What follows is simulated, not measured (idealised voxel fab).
process module | voxel gate over fins
cross-section cut | 180 nm wide | cells 5 nm
A cross-section is a grid of square cells, given in bands from the top down. A band is one or more rows of cells.
Each band's line starts with the height of the band's top and of its bottom, in nm. Then come its materials from left to right, each with its width in nm. One material with "throughout" fills the band from edge to edge. "air" is empty space.
Height 0 is the level under which the wafer as received is all one material. The lowest band goes on downwards, as in "0 down".
A width such as "30 to 40" changes by the same amount from each row of cells to the next, from the band's top row to its bottom row.
"no change" after a step means that no cell of the cross-section changed.
closed voids: empty space of 8 cells or more with no open way to the top, each as width x height at its distance from the left edge, in nm
after a step's settings: what the simulator itself notes on the step
overlay nm, on a step with a mask: how far to the right of its planned place the mask lay; to the left if negative
plan
1 op RECEIVE | material Si
2 op CONFORMAL_DEP | material SiN | thk nm 10
3 op DIRECTIONAL_DEP | material aC | thk nm 10
4 op PATTERN | tone cover | mask id FINS | material resist | width nm 15 | pitch nm 40 | thk nm 25 | overlay nm 0
5 op DIRECTIONAL_ETCH | etch materials aC | depth nm 10
6 op STRIP | etch materials resist
7 op DIRECTIONAL_ETCH | etch materials SiN | depth nm 10
8 op DIRECTIONAL_ETCH | etch materials Si | depth nm 30
9 op STRIP | etch materials aC
10 op OXIDIZE | depth nm 5
11 op FILL_DEP | material SiO2 | thk nm 15
12 op CMP | height nm 10
13 op SELECTIVE_ETCH | etch materials SiO2 | depth nm 25
14 op STRIP | etch materials SiN
15 op CONFORMAL_DEP | material HfO2 | thk nm 5
16 op CONFORMAL_DEP | material TiN | thk nm 5
17 op FILL_DEP | material W | thk nm 10
18 op CMP | height nm 15
19 op CONFORMAL_DEP | material SiCN | thk nm 10
as received, after step 1
  0 down: Si throughout
  closed voids: none
first wafer at the end, as planned
  25 to 15: SiCN throughout
  15 to 10: W throughout
  10 to 5: W 15 | TiN 25 | W 15 | TiN 25 | W 15 | TiN 25 | W 15 | TiN 25 | W 20
  5 to 0: W 15 | TiN 5 | HfO2 15 | TiN 5 | W 15 | TiN 5 | HfO2 15 | TiN 5 | W 15 | TiN 5 | HfO2 15 | TiN 5 | W 15 | TiN 5 | HfO2 15 | TiN 5 | W 20
  0 to -5: W 15 | TiN 5 | HfO2 5 | Si 5 | HfO2 5 | TiN 5 | W 15 | TiN 5 | HfO2 5 | Si 5 | HfO2 5 | TiN 5 | W 15 | TiN 5 | HfO2 5 | Si 5 | HfO2 5 | TiN 5 | W 15 | TiN 5 | HfO2 5 | Si 5 | HfO2 5 | TiN 5 | W 20
  -5 to -10: TiN 20 | HfO2 5 | Si 5 | HfO2 5 | TiN 25 | HfO2 5 | Si 5 | HfO2 5 | TiN 25 | HfO2 5 | Si 5 | HfO2 5 | TiN 25 | HfO2 5 | Si 5 | HfO2 5 | TiN 25
  -10 to -15: HfO2 25 | Si 5 | HfO2 35 | Si 5 | HfO2 35 | Si 5 | HfO2 35 | Si 5 | HfO2 30
  -15 to -35: SiO2 25 | Si 5 | SiO2 35 | Si 5 | SiO2 35 | Si 5 | SiO2 35 | Si 5 | SiO2 30
  -35 down: Si throughout
  closed voids: none
second wafer at the end: like start, like plan, one mistake
  25 to 15: SiCN throughout
  15 to 10: W throughout
  10 to 5: W 15 | TiN 25 | W 15 | TiN 25 | W 15 | TiN 25 | W 15 | TiN 25 | W 20
  5 to 0: W 15 | TiN 5 | HfO2 15 | TiN 5 | W 15 | TiN 5 | HfO2 15 | TiN 5 | W 15 | TiN 5 | HfO2 15 | TiN 5 | W 15 | TiN 5 | HfO2 15 | TiN 5 | W 20
  0 to -25: W 15 | TiN 5 | HfO2 5 | Si 5 | HfO2 5 | TiN 5 | W 15 | TiN 5 | HfO2 5 | Si 5 | HfO2 5 | TiN 5 | W 15 | TiN 5 | HfO2 5 | Si 5 | HfO2 5 | TiN 5 | W 15 | TiN 5 | HfO2 5 | Si 5 | HfO2 5 | TiN 5 | W 20
  -25 to -30: TiN 20 | HfO2 5 | Si 5 | HfO2 5 | TiN 25 | HfO2 5 | Si 5 | HfO2 5 | TiN 25 | HfO2 5 | Si 5 | HfO2 5 | TiN 25 | HfO2 5 | Si 5 | HfO2 5 | TiN 25
  -30 to -35: HfO2 25 | Si 5 | HfO2 35 | Si 5 | HfO2 35 | Si 5 | HfO2 35 | Si 5 | HfO2 30
  -35 down: Si throughout
  closed voids: none
what went wrong: step 13 was run twice
at the end the second wafer has, in cells: 32 more of HfO2 | 128 fewer of SiO2 | 32 more of TiN | 64 more of W
